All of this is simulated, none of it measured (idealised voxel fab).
process module | voxel capacitor over wiring
cross-section cut | 160 nm wide | cells 5 nm
A cross-section is a grid of square cells, given in bands from the top down. A band is one or more rows of cells.
Each band's line starts with the height of the band's top and of its bottom, in nm. Then come its materials from left to right, each with its width in nm. One material with "throughout" fills the band from edge to edge. "air" is empty space.
Height 0 is the level under which the wafer as received is all one material. The lowest band goes on downwards, as in "0 down".
A width such as "30 to 40" changes by the same amount from each row of cells to the next, from the band's top row to its bottom row.
"no change" after a step means that no cell of the cross-section changed.
closed voids: empty space of 8 cells or more with no open way to the top, each as width x height at its distance from the left edge, in nm
after a step's settings: what the simulator itself notes on the step
overlay nm, on a step with a mask: how far to the right of its planned place the mask lay; to the left if negative
plan
1 op RECEIVE | material Si
2 op CONFORMAL_DEP | material SiO2 | thk nm 10
3 op DIRECTIONAL_DEP | material TiN | thk nm 5
4 op DIRECTIONAL_DEP | material Ru | thk nm 25
5 op DIRECTIONAL_DEP | material aC | thk nm 10
6 op PATTERN | tone cover | mask id METAL_1 | material resist | width nm 20 | pitch nm 85 | thk nm 30 | overlay nm 0
7 op DIRECTIONAL_ETCH | etch materials aC | depth nm 10
8 op STRIP | etch materials resist
9 op DIRECTIONAL_ETCH | etch materials Ru | depth nm 25
10 op DIRECTIONAL_ETCH | etch materials TiN | depth nm 5
11 op STRIP | etch materials aC
12 op FILL_DEP | material lowk | thk nm 10
13 op CMP | height nm 40
14 op CONFORMAL_DEP | material SiCN | thk nm 5
15 op DIRECTIONAL_DEP | material lowk | thk nm 15
16 op PATTERN | tone open | mask id PLUG_1 | material resist | width nm 15 | thk nm 15 | overlay nm 0
17 op DIRECTIONAL_ETCH | etch materials lowk | depth nm 15
18 op DIRECTIONAL_ETCH | etch materials SiCN | depth nm 5
19 op STRIP | etch materials resist
20 op EPI | material Ru | thk nm 10
21 op EPI | material Ru | thk nm 10
22 op DIRECTIONAL_DEP | material TiN | thk nm 5
23 op DIRECTIONAL_DEP | material HfO2 | thk nm 5
24 op DIRECTIONAL_DEP | material TiN | thk nm 10
25 op PATTERN | tone cover | mask id UPPER_PLATE | material resist | width nm 70 | thk nm 15 | overlay nm 0
26 op DIRECTIONAL_ETCH | etch materials TiN | depth nm 10
27 op DIRECTIONAL_ETCH | etch materials HfO2 | depth nm 5
28 op STRIP | etch materials resist
29 op DIRECTIONAL_DEP | material aC | thk nm 15
30 op PATTERN | tone cover | mask id LOWER_PLATE | material resist | width nm 80 | thk nm 35 | overlay nm 0
31 op DIRECTIONAL_ETCH | etch materials aC | depth nm 15
32 op STRIP | etch materials resist
33 op DIRECTIONAL_ETCH | etch materials TiN | depth nm 5
34 op STRIP | etch materials aC
35 op FILL_DEP | material SiO2 | thk nm 15
36 op CMP | height nm 90
37 op MASKED_ETCH | tone open | mask id PLUG_2 | width nm 15 | etch materials SiO2 | depth nm 10 | overlay nm 0
38 op CONFORMAL_DEP | material TiN | thk nm 5
39 op FILL_DEP | material Ru | thk nm 10
40 op CMP | height nm 90
41 op CONFORMAL_DEP | material SiCN | thk nm 5
as received, after step 1
  0 down: Si throughout
  closed voids: none
first wafer at the end, as planned
  95 to 90: SiCN throughout
  90 to 85: SiO2 40 | TiN 5 | Ru 5 | TiN 5 | SiO2 105
  85 to 80: SiO2 40 | TiN 15 | SiO2 105
  80 to 70: SiO2 30 | TiN 70 | SiO2 60
  70 to 65: SiO2 30 | HfO2 70 | SiO2 60
  65 to 60: SiO2 25 | TiN 80 | SiO2 55
  60 to 45: lowk 30 | Ru 15 | lowk 115
  45 to 40: SiCN 30 | Ru 15 | SiCN 115
  40 to 15: lowk 25 | Ru 20 | lowk 65 | Ru 20 | lowk 30
  15 to 10: lowk 25 | TiN 20 | lowk 65 | TiN 20 | lowk 30
  10 to 0: SiO2 throughout
  0 down: Si throughout
  closed voids: none
second wafer at the end: like start, like plan, one mistake
  95 to 90: SiCN throughout
  90 to 85: SiO2 40 | TiN 5 | Ru 5 | TiN 5 | SiO2 105
  85 to 80: SiO2 40 | TiN 15 | SiO2 105
  80 to 70: SiO2 30 | TiN 70 | SiO2 60
  70 to 65: SiO2 30 | HfO2 70 | SiO2 60
  65 to 60: SiO2 30 | TiN 75 | SiO2 55
  60 to 45: lowk 30 | Ru 15 | lowk 115
  45 to 40: SiCN 30 | Ru 15 | SiCN 115
  40 to 15: lowk 25 | Ru 20 | lowk 65 | Ru 20 | lowk 30
  15 to 10: lowk 25 | TiN 20 | lowk 65 | TiN 20 | lowk 30
  10 to 0: SiO2 throughout
  0 down: Si throughout
  closed voids: none
what went wrong: step 30 ran as: op PATTERN | tone cover | mask id LOWER_PLATE | material resist | width nm 75 | thk nm 35 | overlay nm 0
at the end the second wafer has, in cells: 1 more of SiO2 | 1 fewer of TiN
